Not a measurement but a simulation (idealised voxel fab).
Process module name: voxel self aligned vias
205 nm wide, 5 nm square cells: that's cross-section cut.
Format of a cross-section: grid, square cells. Given as bands. Order: top down. Band: one or more rows of cells. The band entry comprises the height of the band's top followed by the height of its bottom, expressed in nm, and subsequently the band's materials from left to right, each stated together with its width in nm. Where a single material is marked with the word "everywhere", that material fills the band from edge to edge. The word "blank" represents empty space. Beneath 0, the wafer as received is one material, and that level is where height counting begins. The lowest band goes on downward without a bottom; it is written like "z 0 and below". A two-number width, for instance "30 to 40", indicates that the width is equal to the first number in the top row of the band and to the second number in the bottom row, and that it changes by a constant amount per row of cells. Where a step carries "nothing was modified", the cross-section came out of it unchanged, cell for cell. "Sealed internal voids" contains a list of empty spaces, each no smaller than 8 cells and without an open way to the top, written in the form width x height at distance with the distance from the left edge and all three in nm. Formally, on a step line, whatever follows the settings is a remark that the simulator itself makes on the step. "overlay nm" denotes, for a step that has a mask, the displacement of the mask to the right of its planned place, with negative values corresponding to the left.

PROCESS STEPS FORESEEN IN THE PLAN
1. RECEIVE,material Si
2. CONFORMAL_DEP,material SiO2,thk nm 10
3. CONFORMAL_DEP,material SiCN,thk nm 5
4. DIRECTIONAL_DEP,material lowk,thk nm 30
5. DIRECTIONAL_DEP,material aC,thk nm 10
6. PATTERN,tone open,mask id LINES,material resist,width nm 25,pitch nm 60,thk nm 25,overlay nm 0
7. DIRECTIONAL_ETCH,etch materials aC,depth nm 10
8. STRIP,etch materials resist
9. DIRECTIONAL_ETCH,etch materials lowk,depth nm 30
10. STRIP,etch materials aC
11. CONFORMAL_DEP,material TiN,thk nm 5
12. FILL_DEP,material W,thk nm 5
13. CMP,height nm 45
14. SELECTIVE_ETCH,etch materials W Ru TiN,depth nm 10
15. FILL_DEP,material SiN,thk nm 10
16. CMP,height nm 45
17. DIRECTIONAL_DEP,material lowk,thk nm 15
18. PATTERN,tone open,mask id VIAS,material resist,width nm 45,pitch nm 60,thk nm 15,overlay nm 0
19. DIRECTIONAL_ETCH,etch materials lowk,depth nm 15
20. DIRECTIONAL_ETCH,etch materials SiN,depth nm 10
21. STRIP,etch materials resist
22. CONFORMAL_DEP,material TiN,thk nm 5
23. FILL_DEP,material Ru,thk nm 10
24. CMP,height nm 60
25. CONFORMAL_DEP,material SiN,thk nm 5

DELIVERED WAFER IN CROSS-SECTION: STATE AFTER STEP 1
    z 0 and below: Si everywhere
    Sealed internal voids: none

WHAT THE WAFER LOOKS LIKE IN CROSS-SECTION AFTER THIS MODULE, WHEN IT STARTS AS SHOWN ABOVE AND FOLLOWS THE PLAN ABOVE BUT ONE MISTAKE IS MADE IN RUNNING IT
    z 65 to 60: SiN everywhere
    z 60 to 50: 50 nm lowk  5 nm TiN  35 nm Ru  5 nm TiN  15 nm lowk  5 nm TiN  35 nm Ru  5 nm TiN  50 nm lowk
    z 50 to 40: 50 to 55 nm lowk  10 to 5 nm TiN  25 nm Ru  10 to 5 nm TiN  15 to 25 nm lowk  10 to 5 nm TiN  25 nm Ru  10 to 5 nm TiN  50 to 55 nm lowk
    z 40 to 35: 55 nm lowk  35 nm TiN  25 nm lowk  35 nm TiN  55 nm lowk
    z 35 to 20: 55 nm lowk  5 nm TiN  25 nm W  5 nm TiN  25 nm lowk  5 nm TiN  25 nm W  5 nm TiN  55 nm lowk
    z 20 to 15: 55 nm lowk  35 nm TiN  25 nm lowk  35 nm TiN  55 nm lowk
    z 15 to 10: SiCN everywhere
    z 10 to 0: SiO2 everywhere
    z 0 and below: Si everywhere
    Sealed internal voids: none
What went wrong in running the wafer? in deviation from the planned setting, step 6 was conducted as PATTERN,tone open,mask id LINES,material resist,width nm 35,pitch nm 60,thk nm 25,overlay nm 0
